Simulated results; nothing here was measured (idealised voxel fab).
This is a process module. Its name is voxel self aligned contacts.
In the cross-section labelled cut, the width is 225 nm and each square cell is 5 nm.
The cross-sections in this document take the form of a grid made of square cells. They are written out as bands, in order from top to bottom. Each band consists of one or more rows of cells.
Heads up on the band format: heights come first, top then bottom, in nm. After that it's the materials left to right, each with its width in nm. A single material flagged "edge to edge" fills the whole band edge to edge, and "air" means there's empty space there.
A quick word on heights: they are counted from 0, and under that level the wafer as it came to us is one material throughout. The lowest band is different from the rest in having no bottom; it simply continues downward, written as in "z 0 and below".
The notation "30 to 40" denotes a width that varies across the rows of cells in the band, beginning at the first number in the top row, finishing at the second number in the bottom row, and changing by an identical amount from each row to the next.
Reading "remained unchanged" for a step: not a cell of the cross-section changed in it.
Empty spaces counting at least 8 cells and having no open way to the top are listed in "Sealed-off cavities". The notation width x height at distance is used for each, the distance being from the left edge and all three values in nm.
On a step's line, text after the settings is the simulator commenting on that step.
On any step carrying a mask, the "overlay nm" setting, if present on the step's line, tells how far right of its planned place the mask lay; negative values point to the left.
Below is the list of planned process steps:
step 1: RECEIVE,material Si
step 2: OXIDIZE,depth nm 5
step 3: DIRECTIONAL_DEP,material polySi,thk nm 30
step 4: DIRECTIONAL_DEP,material SiN,thk nm 20
step 5: PATTERN,tone cover,mask id GATE,material resist,width nm 35,pitch nm 70,thk nm 20,overlay nm 0
step 6: DIRECTIONAL_ETCH,etch materials SiN,depth nm 20
step 7: DIRECTIONAL_ETCH,etch materials polySi,depth nm 30
step 8: STRIP,etch materials resist
step 9: CONFORMAL_DEP,material SiN,thk nm 5
step 10: DIRECTIONAL_ETCH,etch materials SiN,depth nm 5
step 11: FILL_DEP,material SiO2,thk nm 20
step 12: CMP,height nm 60
step 13: DIRECTIONAL_DEP,material aC,thk nm 10
step 14: PATTERN,tone open,mask id CONTACT,material resist,width nm 55,pitch nm 70,thk nm 25,overlay nm 0
step 15: DIRECTIONAL_ETCH,etch materials aC,depth nm 10
step 16: STRIP,etch materials resist
step 17: DIRECTIONAL_ETCH,etch materials SiO2,depth nm 65
step 18: STRIP,etch materials aC
step 19: CONFORMAL_DEP,material TiN,thk nm 5
step 20: FILL_DEP,material W,thk nm 5
step 21: CMP,height nm 60
step 22: CONFORMAL_DEP,material SiN,thk nm 5
First wafer out of two, processed as planned:
Cross-sectional view of the wafer in its as-received condition, corresponding to the state after step 1:
	z 0 and below  Si edge to edge
	Sealed-off cavities: none
Wafer xsec, post step 2:
	z 0 to -5  SiO2 edge to edge
	Whatever lies below -5 is exactly as it was before.
Wafer xsec, post step 3:
	z 30 to 0  polySi edge to edge
	Whatever lies below 0 is exactly as it was before.
Wafer xsec, post step 4:
	z 50 to 30  SiN edge to edge
	Whatever lies below 30 is exactly as it was before.
Wafer xsec, post step 5:
	z 70 to 50  air (25) / resist (35) / air (35) / resist (35) / air (35) / resist (35) / air (25)
	Whatever lies below 50 is exactly as it was before.
Wafer xsec, post step 6:
	z 70 to 50  air (25) / resist (35) / air (35) / resist (35) / air (35) / resist (35) / air (25)
	z 50 to 30  air (25) / SiN (35) / air (35) / SiN (35) / air (35) / SiN (35) / air (25)
	Whatever lies below 30 is exactly as it was before.
Wafer xsec, post step 7:
	z 70 to 50  air (25) / resist (35) / air (35) / resist (35) / air (35) / resist (35) / air (25)
	z 50 to 30  air (25) / SiN (35) / air (35) / SiN (35) / air (35) / SiN (35) / air (25)
	z 30 to 0  air (25) / polySi (35) / air (35) / polySi (35) / air (35) / polySi (35) / air (25)
	Whatever lies below 0 is exactly as it was before.
Wafer xsec, post step 8:
	z 50 to 30  air (25) / SiN (35) / air (35) / SiN (35) / air (35) / SiN (35) / air (25)
	Whatever lies below 30 is exactly as it was before.
Wafer xsec, post step 9:
	z 55 to 30  air (20) / SiN (45) / air (25) / SiN (45) / air (25) / SiN (45) / air (20)
	z 30 to 5  air (20) / SiN (5) / polySi (35) / SiN (5) / air (25) / SiN (5) / polySi (35) / SiN (5) / air (25) / SiN (5) / polySi (35) / SiN (5) / air (20)
	z 5 to 0  SiN (25) / polySi (35) / SiN (35) / polySi (35) / SiN (35) / polySi (35) / SiN (25)
	Whatever lies below 0 is exactly as it was before.
Wafer xsec, post step 10:
	z 50 to 30  air (20) / SiN (45) / air (25) / SiN (45) / air (25) / SiN (45) / air (20)
	z 30 to 0  air (20) / SiN (5) / polySi (35) / SiN (5) / air (25) / SiN (5) / polySi (35) / SiN (5) / air (25) / SiN (5) / polySi (35) / SiN (5) / air (20)
	Whatever lies below 0 is exactly as it was before.
Wafer xsec, post step 11:
	z 70 to 50  SiO2 edge to edge
	z 50 to 30  SiO2 (20) / SiN (45) / SiO2 (25) / SiN (45) / SiO2 (25) / SiN (45) / SiO2 (20)
	z 30 to 0  SiO2 (20) / SiN (5) / polySi (35) / SiN (5) / SiO2 (25) / SiN (5) / polySi (35) / SiN (5) / SiO2 (25) / SiN (5) / polySi (35) / SiN (5) / SiO2 (20)
	Whatever lies below 0 is exactly as it was before.
Wafer xsec, post step 12:
	z 60 to 50  SiO2 edge to edge
	Whatever lies below 50 is exactly as it was before.
Wafer xsec, post step 13:
	z 70 to 60  aC edge to edge
	Whatever lies below 60 is exactly as it was before.
Wafer xsec, post step 14:
	z 95 to 70  resist (50) / air (55) / resist (15) / air (55) / resist (50)
	Whatever lies below 70 is exactly as it was before.
Wafer xsec, post step 15:
	z 85 to 70  resist (50) / air (55) / resist (15) / air (55) / resist (50)
	z 70 to 60  aC (50) / air (55) / aC (15) / air (55) / aC (50)
	Whatever lies below 60 is exactly as it was before.
Wafer xsec, post step 16:
	z 70 to 60  aC (50) / air (55) / aC (15) / air (55) / aC (50)
	Whatever lies below 60 is exactly as it was before.
Wafer xsec, post step 17:
	z 70 to 60  aC (50) / air (55) / aC (15) / air (55) / aC (50)
	z 60 to 50  SiO2 (50) / air (55) / SiO2 (15) / air (55) / SiO2 (50)
	z 50 to 30  SiO2 (20) / SiN (45) / air (25) / SiN (45) / air (25) / SiN (45) / SiO2 (20)
	z 30 to 0  SiO2 (20) / SiN (5) / polySi (35) / SiN (5) / air (25) / SiN (5) / polySi (35) / SiN (5) / air (25) / SiN (5) / polySi (35) / SiN (5) / SiO2 (20)
	z 0 to -5  SiO2 (65) / air (25) / SiO2 (45) / air (25) / SiO2 (65)
	Whatever lies below -5 is exactly as it was before.
Wafer xsec, post step 18:
	z 60 to 50  SiO2 (50) / air (55) / SiO2 (15) / air (55) / SiO2 (50)
	Whatever lies below 50 is exactly as it was before.
Wafer xsec, post step 19:
	z 65 to 60  TiN (55) / air (45) / TiN (25) / air (45) / TiN (55)
	z 60 to 50  SiO2 (50) / TiN (5 to 20) / air (45 to 15) / TiN (5 to 20) / SiO2 (15) / TiN (5 to 20) / air (45 to 15) / TiN (5 to 20) / SiO2 (50)
	z 50 to 30  SiO2 (20) / SiN (45) / TiN (5) / air (15) / TiN (5) / SiN (45) / TiN (5) / air (15) / TiN (5) / SiN (45) / SiO2 (20)
	z 30 to 0  SiO2 (20) / SiN (5) / polySi (35) / SiN (5) / TiN (5) / air (15) / TiN (5) / SiN (5) / polySi (35) / SiN (5) / TiN (5) / air (15) / TiN (5) / SiN (5) / polySi (35) / SiN (5) / SiO2 (20)
	z 0 to -5  SiO2 (65) / TiN (25) / SiO2 (45) / TiN (25) / SiO2 (65)
	Whatever lies below -5 is exactly as it was before.
Wafer xsec, post step 20:
	z 70 to 65  W edge to edge
	z 65 to 60  TiN (55) / W (45) / TiN (25) / W (45) / TiN (55)
	z 60 to 50  SiO2 (50) / TiN (5 to 20) / W (45 to 15) / TiN (5 to 20) / SiO2 (15) / TiN (5 to 20) / W (45 to 15) / TiN (5 to 20) / SiO2 (50)
	z 50 to 30  SiO2 (20) / SiN (45) / TiN (5) / W (15) / TiN (5) / SiN (45) / TiN (5) / W (15) / TiN (5) / SiN (45) / SiO2 (20)
	z 30 to 0  SiO2 (20) / SiN (5) / polySi (35) / SiN (5) / TiN (5) / W (15) / TiN (5) / SiN (5) / polySi (35) / SiN (5) / TiN (5) / W (15) / TiN (5) / SiN (5) / polySi (35) / SiN (5) / SiO2 (20)
	Whatever lies below 0 is exactly as it was before.
Wafer xsec, post step 21:
	z 60 to 50  SiO2 (50) / TiN (5 to 20) / W (45 to 15) / TiN (5 to 20) / SiO2 (15) / TiN (5 to 20) / W (45 to 15) / TiN (5 to 20) / SiO2 (50)
	Whatever lies below 50 is exactly as it was before.
Wafer xsec, post step 22:
	z 65 to 60  SiN edge to edge
	Whatever lies below 60 is exactly as it was before.
Okay, second wafer. Nothing different at the start, nothing different in the plan, just one mistake somewhere in the running. As far as step 13, counting that step, it's the first wafer all over again:
Look at the second wafer in cross-section at the time step 14 ought to have finished:
	z 95 to 70  resist (55) / air (45) / resist (25) / air (45) / resist (55)
	Whatever lies below 70 is exactly as it was before.
Look at the second wafer in cross-section at the time step 15 ought to have finished:
	z 85 to 70  resist (55) / air (45) / resist (25) / air (45) / resist (55)
	z 70 to 60  aC (55) / air (45) / aC (25) / air (45) / aC (55)
	Whatever lies below 60 is exactly as it was before.
Look at the second wafer in cross-section at the time step 16 ought to have finished:
	z 70 to 60  aC (55) / air (45) / aC (25) / air (45) / aC (55)
	Whatever lies below 60 is exactly as it was before.
Look at the second wafer in cross-section at the time step 17 ought to have finished:
	z 70 to 60  aC (55) / air (45) / aC (25) / air (45) / aC (55)
	z 60 to 50  SiO2 (55) / air (45) / SiO2 (25) / air (45) / SiO2 (55)
	z 50 to 30  SiO2 (20) / SiN (45) / air (25) / SiN (45) / air (25) / SiN (45) / SiO2 (20)
	z 30 to 0  SiO2 (20) / SiN (5) / polySi (35) / SiN (5) / air (25) / SiN (5) / polySi (35) / SiN (5) / air (25) / SiN (5) / polySi (35) / SiN (5) / SiO2 (20)
	z 0 to -5  SiO2 (65) / air (25) / SiO2 (45) / air (25) / SiO2 (65)
	Whatever lies below -5 is exactly as it was before.
Look at the second wafer in cross-section at the time step 18 ought to have finished:
	z 60 to 50  SiO2 (55) / air (45) / SiO2 (25) / air (45) / SiO2 (55)
	Whatever lies below 50 is exactly as it was before.
Look at the second wafer in cross-section at the time step 19 ought to have finished:
	z 65 to 60  TiN (60) / air (35) / TiN (35) / air (35) / TiN (60)
	z 60 to 50  SiO2 (55) / TiN (5 to 15) / air (35 to 15) / TiN (5 to 15) / SiO2 (25) / TiN (5 to 15) / air (35 to 15) / TiN (5 to 15) / SiO2 (55)
	z 50 to 30  SiO2 (20) / SiN (45) / TiN (5) / air (15) / TiN (5) / SiN (45) / TiN (5) / air (15) / TiN (5) / SiN (45) / SiO2 (20)
	z 30 to 0  SiO2 (20) / SiN (5) / polySi (35) / SiN (5) / TiN (5) / air (15) / TiN (5) / SiN (5) / polySi (35) / SiN (5) / TiN (5) / air (15) / TiN (5) / SiN (5) / polySi (35) / SiN (5) / SiO2 (20)
	z 0 to -5  SiO2 (65) / TiN (25) / SiO2 (45) / TiN (25) / SiO2 (65)
	Whatever lies below -5 is exactly as it was before.
Look at the second wafer in cross-section at the time step 20 ought to have finished:
	z 70 to 65  W edge to edge
	z 65 to 60  TiN (60) / W (35) / TiN (35) / W (35) / TiN (60)
	z 60 to 50  SiO2 (55) / TiN (5 to 15) / W (35 to 15) / TiN (5 to 15) / SiO2 (25) / TiN (5 to 15) / W (35 to 15) / TiN (5 to 15) / SiO2 (55)
	z 50 to 30  SiO2 (20) / SiN (45) / TiN (5) / W (15) / TiN (5) / SiN (45) / TiN (5) / W (15) / TiN (5) / SiN (45) / SiO2 (20)
	z 30 to 0  SiO2 (20) / SiN (5) / polySi (35) / SiN (5) / TiN (5) / W (15) / TiN (5) / SiN (5) / polySi (35) / SiN (5) / TiN (5) / W (15) / TiN (5) / SiN (5) / polySi (35) / SiN (5) / SiO2 (20)
	Whatever lies below 0 is exactly as it was before.
Look at the second wafer in cross-section at the time step 21 ought to have finished:
	z 60 to 50  SiO2 (55) / TiN (5 to 15) / W (35 to 15) / TiN (5 to 15) / SiO2 (25) / TiN (5 to 15) / W (35 to 15) / TiN (5 to 15) / SiO2 (55)
	Whatever lies below 50 is exactly as it was before.
Look at the second wafer in cross-section at the time step 22 ought to have finished:
	z 65 to 60  SiN edge to edge
	Whatever lies below 60 is exactly as it was before.
Heads up, the wafer didn't run the way we planned it: step 14 ran with different settings than intended, the actual operation and settings being PATTERN,tone open,mask id CONTACT,material resist,width nm 45,pitch nm 70,thk nm 25,overlay nm 0
Wafer comparison, final, in cells, second relative to first, materials more or fewer: 8 more of SiO2; 4 fewer of TiN; 4 fewer of W
